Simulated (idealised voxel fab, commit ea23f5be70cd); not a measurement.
Module name: voxel self aligned vias (process module)
It is cross-section cut that appears here, measuring 165 nm in width, its square cells being 5 nm in size.
When this document writes out a cross-section, it uses a grid of square cells and lists it as bands, beginning at the top and moving down, with a band standing for one or more rows of cells.
Each band's line starts with the height of the band's top and of its bottom, in nm. Then come its materials from left to right, each with its width in nm. One material with "full width" fills the band from edge to edge. "air" is empty space.
Where do heights start? At 0: under that level the wafer as delivered is made of one material only. And the lowest band has no floor; it just carries on downward, as in "top 0, no bottom".
Read "30 to 40" as a graded width: first number on top, second number at the bottom, same change between each pair of neighbouring rows.
"nothing was modified" (step): cross-section cells unchanged, all of them.
"Sealed internal cavities" specifies each empty space that is not open to the top and that occupies no fewer than 8 cells, using the form width x height at distance, the distance measured from the left edge and all three quantities in nm.
Note: text after step settings on the step line = simulator remark on that step.
A step's line can hold "overlay nm"; with a mask on that step, the setting says how far right of the planned place the mask lay, while a negative setting says it lay to the left.
Listed below are the process steps as planned
1 RECEIVE,material Si
2 CONFORMAL_DEP,material SiO2,thk nm 15
3 CONFORMAL_DEP,material SiCN,thk nm 5
4 DIRECTIONAL_DEP,material lowk,thk nm 30
5 PATTERN,tone open,mask id LINES,material resist,width nm 30,pitch nm 80,thk nm 20,overlay nm 0
6 DIRECTIONAL_ETCH,etch materials lowk,depth nm 30
7 STRIP,etch materials resist
8 CONFORMAL_DEP,material TiN,thk nm 5
9 FILL_DEP,material W,thk nm 10
10 CMP,height nm 50
11 SELECTIVE_ETCH,etch materials W Ru TiN,depth nm 10
12 FILL_DEP,material SiN,thk nm 5
13 CMP,height nm 50
14 DIRECTIONAL_DEP,material lowk,thk nm 20
15 DIRECTIONAL_DEP,material aC,thk nm 10
16 PATTERN,tone open,mask id VIAS,material resist,width nm 50,pitch nm 80,thk nm 30,overlay nm 0
17 DIRECTIONAL_ETCH,etch materials aC,depth nm 10
18 STRIP,etch materials resist
19 DIRECTIONAL_ETCH,etch materials lowk,depth nm 20
20 DIRECTIONAL_ETCH,etch materials SiN,depth nm 10
21 STRIP,etch materials aC
22 CONFORMAL_DEP,material TiN,thk nm 5
23 FILL_DEP,material W,thk nm 10
24 CMP,height nm 70
25 CONFORMAL_DEP,material SiCN,thk nm 5
Cross-sectional view of the wafer in its as-received condition, corresponding to the state after step 1
* top 0, no bottom  Si full width
* Sealed internal cavities: none
Module complete, cross-section. Starting point and plan per above. One mistake made in running the module
* top 75, bottom 70  SiCN full width
* top 70, bottom 55  lowk=15  TiN=5  W=40  TiN=5  lowk=30  TiN=5  W=40  TiN=5  lowk=20
* top 55, bottom 45  lowk=15 to 35  TiN=25 to 5  W=20  TiN=5  lowk=30 to 50  TiN=25 to 5  W=20  TiN=5  lowk=20
* top 45, bottom 40  lowk=35  TiN=30  lowk=50  TiN=30  lowk=20
* top 40, bottom 25  lowk=35  TiN=5  W=20  TiN=5  lowk=50  TiN=5  W=20  TiN=5  lowk=20
* top 25, bottom 20  lowk=35  TiN=30  lowk=50  TiN=30  lowk=20
* top 20, bottom 15  SiCN full width
* top 15, bottom 0  SiO2 full width
* top 0, no bottom  Si full width
* Sealed internal cavities: none
Misprocessing identified: off-plan run, step 5, actual operation and settings PATTERN,tone open,mask id LINES,material resist,width nm 30,pitch nm 80,thk nm 20,overlay nm 10
